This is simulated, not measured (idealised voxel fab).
process module | voxel transistor to metal
cross-section cut | 250 nm wide | cells 5 nm
A cross-section is a grid of square cells, given in bands from the top down. A band is one or more rows of cells.
Each band's line starts with the height of the band's top and of its bottom, in nm. Then come its materials from left to right, each with its width in nm. One material with "throughout" fills the band from edge to edge. "air" is empty space.
Height 0 is the level under which the wafer as received is all one material. The lowest band goes on downwards, as in "0 down".
A width such as "30 to 40" changes by the same amount from each row of cells to the next, from the band's top row to its bottom row.
"no change" after a step means that no cell of the cross-section changed.
closed voids: empty space of 8 cells or more with no open way to the top, each as width x height at its distance from the left edge, in nm
after a step's settings: what the simulator itself notes on the step
overlay nm, on a step with a mask: how far to the right of its planned place the mask lay; to the left if negative
plan
1 op RECEIVE | material Si
2 op OXIDIZE | depth nm 5
3 op CONFORMAL_DEP | material SiN | thk nm 15
4 op PATTERN | tone cover | mask id ACTIVE | material resist | width nm 100 | pitch nm 120 | thk nm 15 | overlay nm 0
5 op DIRECTIONAL_ETCH | etch materials SiN | depth nm 15
6 op DIRECTIONAL_ETCH | etch materials SiO2 | depth nm 5
7 op DIRECTIONAL_ETCH | etch materials Si | depth nm 35
8 op STRIP | etch materials resist
9 op OXIDIZE | depth nm 5
10 op FILL_DEP | material SiO2 | thk nm 5
11 op CMP | height nm 15
12 op SELECTIVE_ETCH | etch materials SiO2 | depth nm 15
13 op STRIP | etch materials SiN
14 op SELECTIVE_ETCH | etch materials SiO2 | depth nm 5
15 op OXIDIZE | depth nm 5
16 op DIRECTIONAL_DEP | material polySi | thk nm 30
17 op DIRECTIONAL_DEP | material SiCN | thk nm 10
18 op MASKED_ETCH | tone cover | mask id GATE | width nm 20 | pitch nm 120 | etch materials SiCN | depth nm 20 | overlay nm 0
19 op MASKED_ETCH | tone cover | mask id GATE | width nm 20 | pitch nm 120 | etch materials polySi | depth nm 40 | overlay nm 0
20 op CONFORMAL_DEP | material SiO2 | thk nm 5
21 op DIRECTIONAL_ETCH | etch materials SiO2 | depth nm 5
22 op CONFORMAL_DEP | material SiN | thk nm 5
23 op DIRECTIONAL_ETCH | etch materials SiN | depth nm 5
24 op DIRECTIONAL_ETCH | etch materials SiO2 | depth nm 5
25 op DIRECTIONAL_ETCH | etch materials Si | depth nm 15
26 op EPI | material pSi | thk nm 15
27 op FILL_DEP | material SiO2 | thk nm 10
28 op CMP | height nm 35
29 op DIRECTIONAL_DEP | material SiO2 | thk nm 15
30 op MASKED_ETCH | tone open | mask id CONTACT | width nm 20 | etch materials SiO2 | depth nm 60 | overlay nm 0
31 op CONFORMAL_DEP | material TiN | thk nm 5
32 op FILL_DEP | material Ru | thk nm 10
33 op CMP | height nm 50
34 op CONFORMAL_DEP | material SiN | thk nm 5
35 op DIRECTIONAL_DEP | material lowk | thk nm 25
36 op DIRECTIONAL_DEP | material aC | thk nm 10
37 op PATTERN | tone open | mask id METAL_1 | material resist | width nm 20 | thk nm 25 | overlay nm 0
38 op DIRECTIONAL_ETCH | etch materials aC | depth nm 10
39 op STRIP | etch materials resist
40 op DIRECTIONAL_ETCH | etch materials lowk | depth nm 25
41 op DIRECTIONAL_ETCH | etch materials SiN | depth nm 5
42 op STRIP | etch materials aC
43 op CONFORMAL_DEP | material TiN | thk nm 5
44 op FILL_DEP | material Cu | thk nm 5
45 op CMP | height nm 80
46 op CONFORMAL_DEP | material SiCN | thk nm 5
47 op DIRECTIONAL_DEP | material lowk | thk nm 25
48 op PATTERN | tone open | mask id METAL_2 | material resist | width nm 20 | pitch nm 120 | thk nm 20 | overlay nm 0
49 op DIRECTIONAL_ETCH | etch materials lowk | depth nm 15
50 op STRIP | etch materials resist
51 op PATTERN | tone open | mask id METAL_2_HOLES | material resist | width nm 15 | pitch nm 120 | thk nm 20 | overlay nm 0
52 op DIRECTIONAL_ETCH | etch materials lowk | depth nm 10
53 op DIRECTIONAL_ETCH | etch materials SiCN | depth nm 5
54 op STRIP | etch materials resist
55 op CONFORMAL_DEP | material TiN | thk nm 5
56 op FILL_DEP | material Cu | thk nm 10
57 op CMP | height nm 110
58 op CONFORMAL_DEP | material SiN | thk nm 5
first wafer, as planned
as received, after step 1
  0 down: Si throughout
  closed voids: none
after step 2
  0 to -5: SiO2 throughout
  below -5: unchanged
after step 3
  15 to 0: SiN throughout
  below 0: unchanged
after step 4
  30 to 15: air 15 | resist 100 | air 20 | resist 100 | air 15
  below 15: unchanged
after step 5
  30 to 15: air 15 | resist 100 | air 20 | resist 100 | air 15
  15 to 0: air 15 | SiN 100 | air 20 | SiN 100 | air 15
  below 0: unchanged
after step 6
  30 to 15: air 15 | resist 100 | air 20 | resist 100 | air 15
  15 to 0: air 15 | SiN 100 | air 20 | SiN 100 | air 15
  0 to -5: air 15 | SiO2 100 | air 20 | SiO2 100 | air 15
  below -5: unchanged
after step 7
  30 to 15: air 15 | resist 100 | air 20 | resist 100 | air 15
  15 to 0: air 15 | SiN 100 | air 20 | SiN 100 | air 15
  0 to -5: air 15 | SiO2 100 | air 20 | SiO2 100 | air 15
  -5 to -40: air 15 | Si 100 | air 20 | Si 100 | air 15
  below -40: unchanged
after step 8
  15 to 0: air 15 | SiN 100 | air 20 | SiN 100 | air 15
  below 0: unchanged
after step 9
  15 to 0: air 15 | SiN 100 | air 20 | SiN 100 | air 15
  0 to -5: air 15 | SiO2 100 | air 20 | SiO2 100 | air 15
  -5 to -40: air 15 | SiO2 5 | Si 90 | SiO2 5 | air 20 | SiO2 5 | Si 90 | SiO2 5 | air 15
  -40 to -45: SiO2 20 | Si 90 | SiO2 30 | Si 90 | SiO2 20
  below -45: unchanged
after step 10
  20 to 15: SiO2 throughout
  15 to 0: SiO2 15 | SiN 100 | SiO2 20 | SiN 100 | SiO2 15
  0 to -5: SiO2 throughout
  -5 to -45: SiO2 20 | Si 90 | SiO2 30 | Si 90 | SiO2 20
  below -45: unchanged
after step 11
  15 to 0: SiO2 15 | SiN 100 | SiO2 20 | SiN 100 | SiO2 15
  below 0: unchanged
after step 12
  15 to 0: air 15 | SiN 100 | air 20 | SiN 100 | air 15
  below 0: unchanged
after step 13
  0 to -5: SiO2 throughout
  below -5: unchanged
after step 14
  -5 to -45: SiO2 20 | Si 90 | SiO2 30 | Si 90 | SiO2 20
  below -45: unchanged
after step 15
  -5 to -10: SiO2 throughout
  below -10: unchanged
after step 16
  25 to -5: polySi throughout
  below -5: unchanged
after step 17
  35 to 25: SiCN throughout
  below 25: unchanged
after step 18
  35 to 25: air 55 | SiCN 20 | air 100 | SiCN 20 | air 55
  below 25: unchanged
after step 19
  35 to 25: air 55 | SiCN 20 | air 100 | SiCN 20 | air 55
  25 to -5: air 55 | polySi 20 | air 100 | polySi 20 | air 55
  below -5: unchanged
after step 20
  40 to 35: air 50 | SiO2 30 | air 90 | SiO2 30 | air 50
  35 to 25: air 50 | SiO2 5 | SiCN 20 | SiO2 5 | air 90 | SiO2 5 | SiCN 20 | SiO2 5 | air 50
  25 to 0: air 50 | SiO2 5 | polySi 20 | SiO2 5 | air 90 | SiO2 5 | polySi 20 | SiO2 5 | air 50
  0 to -5: SiO2 55 | polySi 20 | SiO2 100 | polySi 20 | SiO2 55
  below -5: unchanged
after step 21
  35 to 25: air 50 | SiO2 5 | SiCN 20 | SiO2 5 | air 90 | SiO2 5 | SiCN 20 | SiO2 5 | air 50
  25 to -5: air 50 | SiO2 5 | polySi 20 | SiO2 5 | air 90 | SiO2 5 | polySi 20 | SiO2 5 | air 50
  below -5: unchanged
after step 22
  40 to 35: air 45 | SiN 40 | air 80 | SiN 40 | air 45
  35 to 25: air 45 | SiN 5 | SiO2 5 | SiCN 20 | SiO2 5 | SiN 5 | air 80 | SiN 5 | SiO2 5 | SiCN 20 | SiO2 5 | SiN 5 | air 45
  25 to 0: air 45 | SiN 5 | SiO2 5 | polySi 20 | SiO2 5 | SiN 5 | air 80 | SiN 5 | SiO2 5 | polySi 20 | SiO2 5 | SiN 5 | air 45
  0 to -5: SiN 50 | SiO2 5 | polySi 20 | SiO2 5 | SiN 90 | SiO2 5 | polySi 20 | SiO2 5 | SiN 50
  below -5: unchanged
after step 23
  35 to 25: air 45 | SiN 5 | SiO2 5 | SiCN 20 | SiO2 5 | SiN 5 | air 80 | SiN 5 | SiO2 5 | SiCN 20 | SiO2 5 | SiN 5 | air 45
  25 to -5: air 45 | SiN 5 | SiO2 5 | polySi 20 | SiO2 5 | SiN 5 | air 80 | SiN 5 | SiO2 5 | polySi 20 | SiO2 5 | SiN 5 | air 45
  below -5: unchanged
after step 24
  35 to 30: air 45 | SiN 5 | air 5 | SiCN 20 | air 5 | SiN 5 | air 80 | SiN 5 | air 5 | SiCN 20 | air 5 | SiN 5 | air 45
  30 to 25: air 45 | SiN 5 | SiO2 5 | SiCN 20 | SiO2 5 | SiN 5 | air 80 | SiN 5 | SiO2 5 | SiCN 20 | SiO2 5 | SiN 5 | air 45
  25 to -5: air 45 | SiN 5 | SiO2 5 | polySi 20 | SiO2 5 | SiN 5 | air 80 | SiN 5 | SiO2 5 | polySi 20 | SiO2 5 | SiN 5 | air 45
  -5 to -10: air 45 | SiO2 40 | air 80 | SiO2 40 | air 45
  below -10: unchanged
after step 25
  35 to 30: air 45 | SiN 5 | air 5 | SiCN 20 | air 5 | SiN 5 | air 80 | SiN 5 | air 5 | SiCN 20 | air 5 | SiN 5 | air 45
  30 to 25: air 45 | SiN 5 | SiO2 5 | SiCN 20 | SiO2 5 | SiN 5 | air 80 | SiN 5 | SiO2 5 | SiCN 20 | SiO2 5 | SiN 5 | air 45
  25 to -5: air 45 | SiN 5 | SiO2 5 | polySi 20 | SiO2 5 | SiN 5 | air 80 | SiN 5 | SiO2 5 | polySi 20 | SiO2 5 | SiN 5 | air 45
  -5 to -10: air 45 | SiO2 40 | air 80 | SiO2 40 | air 45
  -10 to -25: SiO2 20 | air 25 | Si 40 | air 25 | SiO2 30 | air 25 | Si 40 | air 25 | SiO2 20
  below -25: unchanged
after step 26
  35 to 30: air 45 | SiN 5 | air 5 | SiCN 20 | air 5 | SiN 5 | air 80 | SiN 5 | air 5 | SiCN 20 | air 5 | SiN 5 | air 45
  30 to 25: air 45 | SiN 5 | SiO2 5 | SiCN 20 | SiO2 5 | SiN 5 | air 80 | SiN 5 | SiO2 5 | SiCN 20 | SiO2 5 | SiN 5 | air 45
  25 to 5: air 45 | SiN 5 | SiO2 5 | polySi 20 | SiO2 5 | SiN 5 | air 80 | SiN 5 | SiO2 5 | polySi 20 | SiO2 5 | SiN 5 | air 45
  5 to -5: air 30 | pSi 15 | SiN 5 | SiO2 5 | polySi 20 | SiO2 5 | SiN 5 | pSi 15 | air 50 | pSi 15 | SiN 5 | SiO2 5 | polySi 20 | SiO2 5 | SiN 5 | pSi 15 | air 30
  -5 to -10: air 30 | pSi 15 | SiO2 40 | pSi 15 | air 50 | pSi 15 | SiO2 40 | pSi 15 | air 30
  -10 to -25: SiO2 20 | pSi 25 | Si 40 | pSi 25 | SiO2 30 | pSi 25 | Si 40 | pSi 25 | SiO2 20
  below -25: unchanged
after step 27
  45 to 35: SiO2 throughout
  35 to 25: SiO2 45 | SiN 5 | SiO2 5 | SiCN 20 | SiO2 5 | SiN 5 | SiO2 80 | SiN 5 | SiO2 5 | SiCN 20 | SiO2 5 | SiN 5 | SiO2 45
  25 to 5: SiO2 45 | SiN 5 | SiO2 5 | polySi 20 | SiO2 5 | SiN 5 | SiO2 80 | SiN 5 | SiO2 5 | polySi 20 | SiO2 5 | SiN 5 | SiO2 45
  5 to -5: SiO2 30 | pSi 15 | SiN 5 | SiO2 5 | polySi 20 | SiO2 5 | SiN 5 | pSi 15 | SiO2 50 | pSi 15 | SiN 5 | SiO2 5 | polySi 20 | SiO2 5 | SiN 5 | pSi 15 | SiO2 30
  -5 to -10: SiO2 30 | pSi 15 | SiO2 40 | pSi 15 | SiO2 50 | pSi 15 | SiO2 40 | pSi 15 | SiO2 30
  below -10: unchanged
after step 28
  35 to 25: SiO2 45 | SiN 5 | SiO2 5 | SiCN 20 | SiO2 5 | SiN 5 | SiO2 80 | SiN 5 | SiO2 5 | SiCN 20 | SiO2 5 | SiN 5 | SiO2 45
  below 25: unchanged
after step 29
  50 to 35: SiO2 throughout
  below 35: unchanged
after step 30
  50 to 35: SiO2 20 | air 20 | SiO2 50 | air 20 | SiO2 30 | air 20 | SiO2 50 | air 20 | SiO2 20
  35 to 25: SiO2 20 | air 20 | SiO2 5 | SiN 5 | SiO2 5 | SiCN 20 | SiO2 5 | SiN 5 | SiO2 5 | air 20 | SiO2 30 | air 20 | SiO2 5 | SiN 5 | SiO2 5 | SiCN 20 | SiO2 5 | SiN 5 | SiO2 5 | air 20 | SiO2 20
  25 to 5: SiO2 20 | air 20 | SiO2 5 | SiN 5 | SiO2 5 | polySi 20 | SiO2 5 | SiN 5 | SiO2 5 | air 20 | SiO2 30 | air 20 | SiO2 5 | SiN 5 | SiO2 5 | polySi 20 | SiO2 5 | SiN 5 | SiO2 5 | air 20 | SiO2 20
  5 to -5: SiO2 20 | air 10 | pSi 15 | SiN 5 | SiO2 5 | polySi 20 | SiO2 5 | SiN 5 | pSi 15 | air 10 | SiO2 30 | air 10 | pSi 15 | SiN 5 | SiO2 5 | polySi 20 | SiO2 5 | SiN 5 | pSi 15 | air 10 | SiO2 20
  -5 to -10: SiO2 20 | air 10 | pSi 15 | SiO2 40 | pSi 15 | air 10 | SiO2 30 | air 10 | pSi 15 | SiO2 40 | pSi 15 | air 10 | SiO2 20
  below -10: unchanged
after step 31
  55 to 50: TiN 25 | air 10 | TiN 60 | air 10 | TiN 40 | air 10 | TiN 60 | air 10 | TiN 25
  50 to 35: SiO2 20 | TiN 5 | air 10 | TiN 5 | SiO2 50 | TiN 5 | air 10 | TiN 5 | SiO2 30 | TiN 5 | air 10 | TiN 5 | SiO2 50 | TiN 5 | air 10 | TiN 5 | SiO2 20
  35 to 25: SiO2 20 | TiN 5 | air 10 | TiN 5 | SiO2 5 | SiN 5 | SiO2 5 | SiCN 20 | SiO2 5 | SiN 5 | SiO2 5 | TiN 5 | air 10 | TiN 5 | SiO2 30 | TiN 5 | air 10 | TiN 5 | SiO2 5 | SiN 5 | SiO2 5 | SiCN 20 | SiO2 5 | SiN 5 | SiO2 5 | TiN 5 | air 10 | TiN 5 | SiO2 20
  25 to 10: SiO2 20 | TiN 5 | air 10 | TiN 5 | SiO2 5 | SiN 5 | SiO2 5 | polySi 20 | SiO2 5 | SiN 5 | SiO2 5 | TiN 5 | air 10 | TiN 5 | SiO2 30 | TiN 5 | air 10 | TiN 5 | SiO2 5 | SiN 5 | SiO2 5 | polySi 20 | SiO2 5 | SiN 5 | SiO2 5 | TiN 5 | air 10 | TiN 5 | SiO2 20
  10 to 5: SiO2 20 | TiN 20 | SiO2 5 | SiN 5 | SiO2 5 | polySi 20 | SiO2 5 | SiN 5 | SiO2 5 | TiN 20 | SiO2 30 | TiN 20 | SiO2 5 | SiN 5 | SiO2 5 | polySi 20 | SiO2 5 | SiN 5 | SiO2 5 | TiN 20 | SiO2 20
  5 to -5: SiO2 20 | TiN 10 | pSi 15 | SiN 5 | SiO2 5 | polySi 20 | SiO2 5 | SiN 5 | pSi 15 | TiN 10 | SiO2 30 | TiN 10 | pSi 15 | SiN 5 | SiO2 5 | polySi 20 | SiO2 5 | SiN 5 | pSi 15 | TiN 10 | SiO2 20
  -5 to -10: SiO2 20 | TiN 10 | pSi 15 | SiO2 40 | pSi 15 | TiN 10 | SiO2 30 | TiN 10 | pSi 15 | SiO2 40 | pSi 15 | TiN 10 | SiO2 20
  below -10: unchanged
after step 32
  65 to 55: Ru throughout
  55 to 50: TiN 25 | Ru 10 | TiN 60 | Ru 10 | TiN 40 | Ru 10 | TiN 60 | Ru 10 | TiN 25
  50 to 35: SiO2 20 | TiN 5 | Ru 10 | TiN 5 | SiO2 50 | TiN 5 | Ru 10 | TiN 5 | SiO2 30 | TiN 5 | Ru 10 | TiN 5 | SiO2 50 | TiN 5 | Ru 10 | TiN 5 | SiO2 20
  35 to 25: SiO2 20 | TiN 5 | Ru 10 | TiN 5 | SiO2 5 | SiN 5 | SiO2 5 | SiCN 20 | SiO2 5 | SiN 5 | SiO2 5 | TiN 5 | Ru 10 | TiN 5 | SiO2 30 | TiN 5 | Ru 10 | TiN 5 | SiO2 5 | SiN 5 | SiO2 5 | SiCN 20 | SiO2 5 | SiN 5 | SiO2 5 | TiN 5 | Ru 10 | TiN 5 | SiO2 20
  25 to 10: SiO2 20 | TiN 5 | Ru 10 | TiN 5 | SiO2 5 | SiN 5 | SiO2 5 | polySi 20 | SiO2 5 | SiN 5 | SiO2 5 | TiN 5 | Ru 10 | TiN 5 | SiO2 30 | TiN 5 | Ru 10 | TiN 5 | SiO2 5 | SiN 5 | SiO2 5 | polySi 20 | SiO2 5 | SiN 5 | SiO2 5 | TiN 5 | Ru 10 | TiN 5 | SiO2 20
  below 10: unchanged
after step 33
  50 to 35: SiO2 20 | TiN 5 | Ru 10 | TiN 5 | SiO2 50 | TiN 5 | Ru 10 | TiN 5 | SiO2 30 | TiN 5 | Ru 10 | TiN 5 | SiO2 50 | TiN 5 | Ru 10 | TiN 5 | SiO2 20
  below 35: unchanged
after step 34
  55 to 50: SiN throughout
  below 50: unchanged
after step 35
  80 to 55: lowk throughout
  below 55: unchanged
after step 36
  90 to 80: aC throughout
  below 80: unchanged
after step 37
  115 to 90: resist 20 | air 20 | resist 50 | air 20 | resist 30 | air 20 | resist 50 | air 20 | resist 20
  below 90: unchanged
after step 38
  105 to 90: resist 20 | air 20 | resist 50 | air 20 | resist 30 | air 20 | resist 50 | air 20 | resist 20
  90 to 80: aC 20 | air 20 | aC 50 | air 20 | aC 30 | air 20 | aC 50 | air 20 | aC 20
  below 80: unchanged
after step 39
  90 to 80: aC 20 | air 20 | aC 50 | air 20 | aC 30 | air 20 | aC 50 | air 20 | aC 20
  below 80: unchanged
after step 40
  90 to 80: aC 20 | air 20 | aC 50 | air 20 | aC 30 | air 20 | aC 50 | air 20 | aC 20
  80 to 55: lowk 20 | air 20 | lowk 50 | air 20 | lowk 30 | air 20 | lowk 50 | air 20 | lowk 20
  below 55: unchanged
after step 41
  90 to 80: aC 20 | air 20 | aC 50 | air 20 | aC 30 | air 20 | aC 50 | air 20 | aC 20
  80 to 55: lowk 20 | air 20 | lowk 50 | air 20 | lowk 30 | air 20 | lowk 50 | air 20 | lowk 20
  55 to 50: SiN 20 | air 20 | SiN 50 | air 20 | SiN 30 | air 20 | SiN 50 | air 20 | SiN 20
  below 50: unchanged
after step 42
  80 to 55: lowk 20 | air 20 | lowk 50 | air 20 | lowk 30 | air 20 | lowk 50 | air 20 | lowk 20
  below 55: unchanged
after step 43
  85 to 80: TiN 25 | air 10 | TiN 60 | air 10 | TiN 40 | air 10 | TiN 60 | air 10 | TiN 25
  80 to 55: lowk 20 | TiN 5 | air 10 | TiN 5 | lowk 50 | TiN 5 | air 10 | TiN 5 | lowk 30 | TiN 5 | air 10 | TiN 5 | lowk 50 | TiN 5 | air 10 | TiN 5 | lowk 20
  55 to 50: SiN 20 | TiN 20 | SiN 50 | TiN 20 | SiN 30 | TiN 20 | SiN 50 | TiN 20 | SiN 20
  below 50: unchanged
after step 44
  90 to 85: Cu throughout
  85 to 80: TiN 25 | Cu 10 | TiN 60 | Cu 10 | TiN 40 | Cu 10 | TiN 60 | Cu 10 | TiN 25
  80 to 55: lowk 20 | TiN 5 | Cu 10 | TiN 5 | lowk 50 | TiN 5 | Cu 10 | TiN 5 | lowk 30 | TiN 5 | Cu 10 | TiN 5 | lowk 50 | TiN 5 | Cu 10 | TiN 5 | lowk 20
  below 55: unchanged
after step 45
  80 to 55: lowk 20 | TiN 5 | Cu 10 | TiN 5 | lowk 50 | TiN 5 | Cu 10 | TiN 5 | lowk 30 | TiN 5 | Cu 10 | TiN 5 | lowk 50 | TiN 5 | Cu 10 | TiN 5 | lowk 20
  below 55: unchanged
after step 46
  85 to 80: SiCN throughout
  below 80: unchanged
after step 47
  110 to 85: lowk throughout
  below 85: unchanged
after step 48
  130 to 110: resist 20 | air 20 | resist 100 | air 20 | resist 90
  below 110: unchanged
after step 49
  130 to 110: resist 20 | air 20 | resist 100 | air 20 | resist 90
  110 to 95: lowk 20 | air 20 | lowk 100 | air 20 | lowk 90
  below 95: unchanged
after step 50
  110 to 95: lowk 20 | air 20 | lowk 100 | air 20 | lowk 90
  below 95: unchanged
after step 51
  130 to 110: resist 20 | air 15 | resist 105 | air 15 | resist 95
  110 to 95: lowk 20 | air 15 | resist 5 | lowk 100 | air 15 | resist 5 | lowk 90
  below 95: unchanged
after step 52
  130 to 110: resist 20 | air 15 | resist 105 | air 15 | resist 95
  110 to 95: lowk 20 | air 15 | resist 5 | lowk 100 | air 15 | resist 5 | lowk 90
  95 to 85: lowk 20 | air 15 | lowk 105 | air 15 | lowk 95
  below 85: unchanged
after step 53
  130 to 110: resist 20 | air 15 | resist 105 | air 15 | resist 95
  110 to 95: lowk 20 | air 15 | resist 5 | lowk 100 | air 15 | resist 5 | lowk 90
  95 to 85: lowk 20 | air 15 | lowk 105 | air 15 | lowk 95
  85 to 80: SiCN 20 | air 15 | SiCN 105 | air 15 | SiCN 95
  below 80: unchanged
after step 54
  110 to 95: lowk 20 | air 20 | lowk 100 | air 20 | lowk 90
  below 95: unchanged
after step 55
  115 to 110: TiN 25 | air 10 | TiN 110 | air 10 | TiN 95
  110 to 100: lowk 20 | TiN 5 | air 10 | TiN 5 | lowk 100 | TiN 5 | air 10 | TiN 5 | lowk 90
  100 to 95: lowk 20 | TiN 5 | air 5 | TiN 10 | lowk 100 | TiN 5 | air 5 | TiN 10 | lowk 90
  95 to 85: lowk 20 | TiN 5 | air 5 | TiN 5 | lowk 105 | TiN 5 | air 5 | TiN 5 | lowk 95
  85 to 80: SiCN 20 | TiN 15 | SiCN 105 | TiN 15 | SiCN 95
  below 80: unchanged
after step 56
  125 to 115: Cu throughout
  115 to 110: TiN 25 | Cu 10 | TiN 110 | Cu 10 | TiN 95
  110 to 100: lowk 20 | TiN 5 | Cu 10 | TiN 5 | lowk 100 | TiN 5 | Cu 10 | TiN 5 | lowk 90
  100 to 95: lowk 20 | TiN 5 | Cu 5 | TiN 10 | lowk 100 | TiN 5 | Cu 5 | TiN 10 | lowk 90
  95 to 85: lowk 20 | TiN 5 | Cu 5 | TiN 5 | lowk 105 | TiN 5 | Cu 5 | TiN 5 | lowk 95
  below 85: unchanged
after step 57
  110 to 100: lowk 20 | TiN 5 | Cu 10 | TiN 5 | lowk 100 | TiN 5 | Cu 10 | TiN 5 | lowk 90
  below 100: unchanged
after step 58
  115 to 110: SiN throughout
  below 110: unchanged
second wafer: like start, like plan, one mistake. Through step 36 it matches the first wafer
when step 37 should have ended
  115 to 90: air 20 | resist 20 | air 50 | resist 20 | air 30 | resist 20 | air 50 | resist 20 | air 20
  below 90: unchanged
when step 38 should have ended
  105 to 90: air 20 | resist 20 | air 50 | resist 20 | air 30 | resist 20 | air 50 | resist 20 | air 20
  90 to 80: air 20 | aC 20 | air 50 | aC 20 | air 30 | aC 20 | air 50 | aC 20 | air 20
  below 80: unchanged
when step 39 should have ended
  90 to 80: air 20 | aC 20 | air 50 | aC 20 | air 30 | aC 20 | air 50 | aC 20 | air 20
  below 80: unchanged
when step 40 should have ended
  90 to 80: air 20 | aC 20 | air 50 | aC 20 | air 30 | aC 20 | air 50 | aC 20 | air 20
  80 to 55: air 20 | lowk 20 | air 50 | lowk 20 | air 30 | lowk 20 | air 50 | lowk 20 | air 20
  below 55: unchanged
when step 41 should have ended
  90 to 80: air 20 | aC 20 | air 50 | aC 20 | air 30 | aC 20 | air 50 | aC 20 | air 20
  80 to 55: air 20 | lowk 20 | air 50 | lowk 20 | air 30 | lowk 20 | air 50 | lowk 20 | air 20
  55 to 50: air 20 | SiN 20 | air 50 | SiN 20 | air 30 | SiN 20 | air 50 | SiN 20 | air 20
  below 50: unchanged
when step 42 should have ended
  80 to 55: air 20 | lowk 20 | air 50 | lowk 20 | air 30 | lowk 20 | air 50 | lowk 20 | air 20
  below 55: unchanged
when step 43 should have ended
  85 to 80: air 15 | TiN 30 | air 40 | TiN 30 | air 20 | TiN 30 | air 40 | TiN 30 | air 15
  80 to 55: air 15 | TiN 5 | lowk 20 | TiN 5 | air 40 | TiN 5 | lowk 20 | TiN 5 | air 20 | TiN 5 | lowk 20 | TiN 5 | air 40 | TiN 5 | lowk 20 | TiN 5 | air 15
  55 to 50: TiN 20 | SiN 20 | TiN 50 | SiN 20 | TiN 30 | SiN 20 | TiN 50 | SiN 20 | TiN 20
  below 50: unchanged
when step 44 should have ended
  90 to 85: Cu throughout
  85 to 80: Cu 15 | TiN 30 | Cu 40 | TiN 30 | Cu 20 | TiN 30 | Cu 40 | TiN 30 | Cu 15
  80 to 55: Cu 15 | TiN 5 | lowk 20 | TiN 5 | Cu 40 | TiN 5 | lowk 20 | TiN 5 | Cu 20 | TiN 5 | lowk 20 | TiN 5 | Cu 40 | TiN 5 | lowk 20 | TiN 5 | Cu 15
  below 55: unchanged
when step 45 should have ended
  80 to 55: Cu 15 | TiN 5 | lowk 20 | TiN 5 | Cu 40 | TiN 5 | lowk 20 | TiN 5 | Cu 20 | TiN 5 | lowk 20 | TiN 5 | Cu 40 | TiN 5 | lowk 20 | TiN 5 | Cu 15
  below 55: unchanged
when step 46 should have ended
  85 to 80: SiCN throughout
  below 80: unchanged
when step 47 should have ended
  110 to 85: lowk throughout
  below 85: unchanged
when step 48 should have ended
  130 to 110: resist 20 | air 20 | resist 100 | air 20 | resist 90
  below 110: unchanged
when step 49 should have ended
  130 to 110: resist 20 | air 20 | resist 100 | air 20 | resist 90
  110 to 95: lowk 20 | air 20 | lowk 100 | air 20 | lowk 90
  below 95: unchanged
when step 50 should have ended
  110 to 95: lowk 20 | air 20 | lowk 100 | air 20 | lowk 90
  below 95: unchanged
when step 51 should have ended
  130 to 110: resist 20 | air 15 | resist 105 | air 15 | resist 95
  110 to 95: lowk 20 | air 15 | resist 5 | lowk 100 | air 15 | resist 5 | lowk 90
  below 95: unchanged
when step 52 should have ended
  130 to 110: resist 20 | air 15 | resist 105 | air 15 | resist 95
  110 to 95: lowk 20 | air 15 | resist 5 | lowk 100 | air 15 | resist 5 | lowk 90
  95 to 85: lowk 20 | air 15 | lowk 105 | air 15 | lowk 95
  below 85: unchanged
when step 53 should have ended
  130 to 110: resist 20 | air 15 | resist 105 | air 15 | resist 95
  110 to 95: lowk 20 | air 15 | resist 5 | lowk 100 | air 15 | resist 5 | lowk 90
  95 to 85: lowk 20 | air 15 | lowk 105 | air 15 | lowk 95
  85 to 80: SiCN 20 | air 15 | SiCN 105 | air 15 | SiCN 95
  below 80: unchanged
when step 54 should have ended
  110 to 95: lowk 20 | air 20 | lowk 100 | air 20 | lowk 90
  below 95: unchanged
when step 55 should have ended
  115 to 110: TiN 25 | air 10 | TiN 110 | air 10 | TiN 95
  110 to 100: lowk 20 | TiN 5 | air 10 | TiN 5 | lowk 100 | TiN 5 | air 10 | TiN 5 | lowk 90
  100 to 95: lowk 20 | TiN 5 | air 5 | TiN 10 | lowk 100 | TiN 5 | air 5 | TiN 10 | lowk 90
  95 to 85: lowk 20 | TiN 5 | air 5 | TiN 5 | lowk 105 | TiN 5 | air 5 | TiN 5 | lowk 95
  85 to 80: SiCN 20 | TiN 15 | SiCN 105 | TiN 15 | SiCN 95
  below 80: unchanged
when step 56 should have ended
  125 to 115: Cu throughout
  115 to 110: TiN 25 | Cu 10 | TiN 110 | Cu 10 | TiN 95
  110 to 100: lowk 20 | TiN 5 | Cu 10 | TiN 5 | lowk 100 | TiN 5 | Cu 10 | TiN 5 | lowk 90
  100 to 95: lowk 20 | TiN 5 | Cu 5 | TiN 10 | lowk 100 | TiN 5 | Cu 5 | TiN 10 | lowk 90
  95 to 85: lowk 20 | TiN 5 | Cu 5 | TiN 5 | lowk 105 | TiN 5 | Cu 5 | TiN 5 | lowk 95
  below 85: unchanged
when step 57 should have ended
  110 to 100: lowk 20 | TiN 5 | Cu 10 | TiN 5 | lowk 100 | TiN 5 | Cu 10 | TiN 5 | lowk 90
  below 100: unchanged
when step 58 should have ended
  115 to 110: SiN throughout
  below 110: unchanged
what went wrong: step 37 ran as: op PATTERN | tone cover | mask id METAL_1 | material resist | width nm 20 | thk nm 25 | overlay nm 0
at the end the second wafer has, in cells: 90 more of Cu | 18 fewer of SiN | 18 more of TiN | 90 fewer of lowk
